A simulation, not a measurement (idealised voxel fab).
This section sets out a process module, namely voxel quadruple lines.
This is section cut - it's 185 nm across, gridded in 5 nm square cells.
Format of a cross-section: grid, square cells. Given as bands. Order: top down. Band: one or more rows of cells. Heads up on the band format: heights come first, top then bottom, in nm. After that it's the materials left to right, each with its width in nm. A single material flagged "all across" fills the whole band edge to edge, and "air" means there's empty space there. Heads up on the height convention: 0 is the point under which the incoming wafer is all one material, and the lowest band has no bottom, it just keeps going down, like "0 down". A two-number width, for instance "30..40", indicates that the width is equal to the first number in the top row of the band and to the second number in the bottom row, and that it changes by a constant amount per row of cells. Basically "everything unchanged" means that step didn't change any cell in the cross-section. Reported under the label "Completely sealed voids" are the empty spaces having no open way to the top and comprising 8 cells or more; the notation for each is width x height at distance, in which the distance is measured from the left edge and all three values are in nm. Read whatever lies past the settings on a step's line as the simulator's own remark about the step. A step's line can hold "overlay nm"; with a mask on that step, the setting says how far right of the planned place the mask lay, while a negative setting says it lay to the left.
### Steps in the process plan
step 1: RECEIVE,material Si
step 2: CONFORMAL_DEP,material SiO2,thk nm 5
step 3: DIRECTIONAL_DEP,material W,thk nm 10
step 4: DIRECTIONAL_DEP,material polySi,thk nm 20
step 5: DIRECTIONAL_DEP,material aC,thk nm 25
step 6: PATTERN,tone cover,mask id MANDREL,material resist,width nm 35,thk nm 35,overlay nm -15
step 7: DIRECTIONAL_ETCH,etch materials aC,depth nm 25
step 8: STRIP,etch materials resist
step 9: CONFORMAL_DEP,material SiO2,thk nm 15
step 10: DIRECTIONAL_ETCH,etch materials SiO2,depth nm 15
step 11: STRIP,etch materials aC
step 12: DIRECTIONAL_ETCH,etch materials polySi,depth nm 20
step 13: STRIP,etch materials SiO2
step 14: CONFORMAL_DEP,material SiN,thk nm 10
step 15: DIRECTIONAL_ETCH,etch materials SiN,depth nm 10
step 16: STRIP,etch materials polySi
step 17: DIRECTIONAL_ETCH,etch materials W,depth nm 10
step 18: STRIP,etch materials SiN
step 19: FILL_DEP,material SiO2,thk nm 5
step 20: CMP,height nm 15
Variable across wafers: step 6 overlay nm (plan value is that of the first wafer; starting state common to all).
### Received wafers, first of several: cross-section after step 1
- 0 down | Si all across
- Completely sealed voids: none
### Note: the following table is arranged by wafer, a row apiece. Each row reports the end-of-module state: per material, cells gained (+) or cells lost (-) compared with the wafer as received; closed voids follow
overlay nm -15; +95 SiO2; +16 W; Completely sealed voids: none
overlay nm -10; +95 SiO2; +16 W; Completely sealed voids: none
overlay nm -5; +95 SiO2; +16 W; Completely sealed voids: none
overlay nm 0; +95 SiO2; +16 W; Completely sealed voids: none
overlay nm 5; +95 SiO2; +16 W; Completely sealed voids: none
overlay nm 10; +95 SiO2; +16 W; Completely sealed voids: none
overlay nm 15; +95 SiO2; +16 W; Completely sealed voids: none
